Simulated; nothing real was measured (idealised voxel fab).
This is a process module. Its name is voxel wiring stack.
Displayed cross-section: cut, width of 265 nm, square cells sized 5 nm.
The cross-sections in this document take the form of a grid made of square cells. They are written out as bands, in order from top to bottom. Each band consists of one or more rows of cells.
Band: top height; bottom height; in nm. Then, left to right: material with width in nm, for each material. "everywhere": a single material spanning edge to edge. "blank": empty space.
Heads up on the height convention: 0 is the point under which the incoming wafer is all one material, and the lowest band has no bottom, it just keeps going down, like "z 0 and below".
Think of "30..40" as a width that walks from the first number to the second as you go down the band, top row to bottom row, taking equal-sized steps from row to row.
"stayed the same" -> step changed no cross-section cell.
Heads up: "Closed void roster" only lists the empty pockets with no open path to the top that are 8 cells or more, and it writes them as width x height at distance, distance from the left edge, in nm.
On a step's line, text after the settings is the simulator commenting on that step.
On any step carrying a mask, the "overlay nm" setting, if present on the step's line, tells how far right of its planned place the mask lay; negative values point to the left.
Planned step list for the process
1: RECEIVE | material Si
2: CONFORMAL_DEP | material SiO2 | thk nm 15
3: DIRECTIONAL_DEP | material TiN | thk nm 5
4: DIRECTIONAL_DEP | material Ru | thk nm 25
5: MASKED_ETCH | tone cover | mask id METAL_1 | width nm 20 | pitch nm 35 | etch materials Ru | depth nm 25 | overlay nm 0
6: MASKED_ETCH | tone cover | mask id METAL_1 | width nm 20 | pitch nm 35 | etch materials TiN | depth nm 5 | overlay nm 0
7: CONFORMAL_DEP | material SiCN | thk nm 5
8: FILL_DEP | material lowk | thk nm 5
9: CMP | height nm 45
10: CONFORMAL_DEP | material SiCN | thk nm 5
11: DIRECTIONAL_DEP | material SiO2 | thk nm 30
12: MASKED_ETCH | tone open | mask id METAL_2 | width nm 20 | pitch nm 35 | etch materials SiO2 | depth nm 15 | overlay nm 0
13: DIRECTIONAL_DEP | material aC | thk nm 10
14: PATTERN | tone open | mask id METAL_2_HOLES | material resist | width nm 15 | pitch nm 70 | thk nm 25 | overlay nm 0
15: DIRECTIONAL_ETCH | etch materials aC | depth nm 10
16: STRIP | etch materials resist
17: DIRECTIONAL_ETCH | etch materials SiO2 | depth nm 15
18: DIRECTIONAL_ETCH | etch materials SiCN | depth nm 5
19: STRIP | etch materials aC
20: CONFORMAL_DEP | material TiN | thk nm 5
21: FILL_DEP | material Ru | thk nm 10
22: CMP | height nm 80
23: CONFORMAL_DEP | material SiCN | thk nm 5
24: DIRECTIONAL_DEP | material lowk | thk nm 15
25: MASKED_ETCH | tone open | mask id PLUG_2 | width nm 15 | pitch nm 35 | etch materials lowk | depth nm 15 | overlay nm 0
26: MASKED_ETCH | tone open | mask id PLUG_2 | width nm 15 | pitch nm 35 | etch materials SiCN | depth nm 5 | overlay nm 0
27: CONFORMAL_DEP | material TiN | thk nm 5
28: FILL_DEP | material Cu | thk nm 10
29: CMP | height nm 100
30: DIRECTIONAL_DEP | material TiN | thk nm 5
31: DIRECTIONAL_DEP | material W | thk nm 15
32: DIRECTIONAL_DEP | material aC | thk nm 15
33: PATTERN | tone cover | mask id METAL_3 | material resist | width nm 20 | pitch nm 35 | thk nm 35 | overlay nm 0
34: DIRECTIONAL_ETCH | etch materials aC | depth nm 15
35: STRIP | etch materials resist
36: DIRECTIONAL_ETCH | etch materials W | depth nm 15
37: DIRECTIONAL_ETCH | etch materials TiN | depth nm 5
38: STRIP | etch materials aC
39: CONFORMAL_DEP | material SiCN | thk nm 5
40: FILL_DEP | material SiO2 | thk nm 10
41: CMP | height nm 120
42: CONFORMAL_DEP | material SiN | thk nm 5
This is the cross-section of the wafer as we received it, i.e. after step 1
* z 0 and below | Si everywhere
* Closed void roster: none
Here's the cross-section of the first of our two wafers at the end of the module - it ran as planned
* z 125 to 120 | SiN everywhere
* z 120 to 105 | SiO2 (80) | SiCN (5) | W (20) | SiCN (5) | SiO2 (5) | SiCN (5) | W (20) | SiCN (5) | SiO2 (5) | SiCN (5) | W (20) | SiCN (5) | SiO2 (85)
* z 105 to 100 | SiCN (85) | TiN (20) | SiCN (15) | TiN (20) | SiCN (15) | TiN (20) | SiCN (90)
* z 100 to 85 | lowk (85) | TiN (5) | Cu (5) | TiN (5) | lowk (20) | TiN (5) | Cu (5) | TiN (5) | lowk (20) | TiN (5) | Cu (5) | TiN (5) | lowk (95)
* z 85 to 80 | SiCN (85) | TiN (15) | SiCN (20) | TiN (15) | SiCN (20) | TiN (15) | SiCN (95)
* z 80 to 70 | SiO2 (85) | TiN (5) | Ru (10) | TiN (5) | SiO2 (15) | TiN (5) | Ru (10) | TiN (5) | SiO2 (15) | TiN (5) | Ru (10) | TiN (5) | SiO2 (90)
* z 70 to 65 | SiO2 (85) | TiN (5) | Ru (5) | TiN (10) | SiO2 (15) | TiN (20) | SiO2 (15) | TiN (5) | Ru (5) | TiN (10) | SiO2 (90)
* z 65 to 50 | SiO2 (85) | TiN (5) | Ru (5) | TiN (5) | SiO2 (55) | TiN (5) | Ru (5) | TiN (5) | SiO2 (95)
* z 50 to 45 | SiCN (85) | TiN (15) | SiCN (55) | TiN (15) | SiCN (95)
* z 45 to 20 | lowk (80) | SiCN (5) | Ru (20) | SiCN (5) | lowk (5) | SiCN (5) | Ru (20) | SiCN (5) | lowk (5) | SiCN (5) | Ru (20) | SiCN (5) | lowk (85)
* z 20 to 15 | SiCN (85) | TiN (20) | SiCN (15) | TiN (20) | SiCN (15) | TiN (20) | SiCN (90)
* z 15 to 0 | SiO2 everywhere
* z 0 and below | Si everywhere
* Closed void roster: none
So this is wafer number two of the two, cut at the end of the module - it started where the first did and had the same plan, we just got one thing wrong running it
* z 125 to 120 | SiN everywhere
* z 120 to 105 | SiO2 (80) | SiCN (5) | W (20) | SiCN (5) | SiO2 (5) | SiCN (5) | W (20) | SiCN (5) | SiO2 (5) | SiCN (5) | W (20) | SiCN (5) | SiO2 (85)
* z 105 to 100 | SiCN (85) | TiN (20) | SiCN (15) | TiN (20) | SiCN (15) | TiN (20) | SiCN (90)
* z 100 to 85 | lowk (85) | TiN (5) | Cu (5) | TiN (5) | lowk (20) | TiN (5) | Cu (5) | TiN (5) | lowk (20) | TiN (5) | Cu (5) | TiN (5) | lowk (95)
* z 85 to 80 | SiCN (85) | TiN (15) | SiCN (20) | TiN (15) | SiCN (20) | TiN (15) | SiCN (95)
* z 80 to 70 | SiO2 (85) | TiN (5) | Ru (10) | TiN (5) | SiO2 (20) | TiN (5) | Ru (5) | TiN (5) | SiO2 (15) | TiN (5) | Ru (10) | TiN (5) | SiO2 (90)
* z 70 to 65 | SiO2 (85) | TiN (20) | SiO2 (20) | TiN (15) | SiO2 (15) | TiN (20) | SiO2 (90)
* z 65 to 50 | SiO2 (90) | TiN (10) | SiO2 (60) | TiN (10) | SiO2 (95)
* z 50 to 45 | SiCN (90) | TiN (10) | SiCN (60) | TiN (10) | SiCN (95)
* z 45 to 20 | lowk (80) | SiCN (5) | Ru (20) | SiCN (5) | lowk (5) | SiCN (5) | Ru (20) | SiCN (5) | lowk (5) | SiCN (5) | Ru (20) | SiCN (5) | lowk (85)
* z 20 to 15 | SiCN (85) | TiN (20) | SiCN (15) | TiN (20) | SiCN (15) | TiN (20) | SiCN (90)
* z 15 to 0 | SiO2 everywhere
* z 0 and below | Si everywhere
* Closed void roster: none
Heads up, the wafer didn't run the way we planned it: planned and actual differ for step 12; actual: MASKED_ETCH | tone open | mask id METAL_2 | width nm 15 | pitch nm 35 | etch materials SiO2 | depth nm 15 | overlay nm 0
Cell-count delta at end, second wafer over first, by material: Ru -10; SiCN +2; SiO2 +9; TiN -1
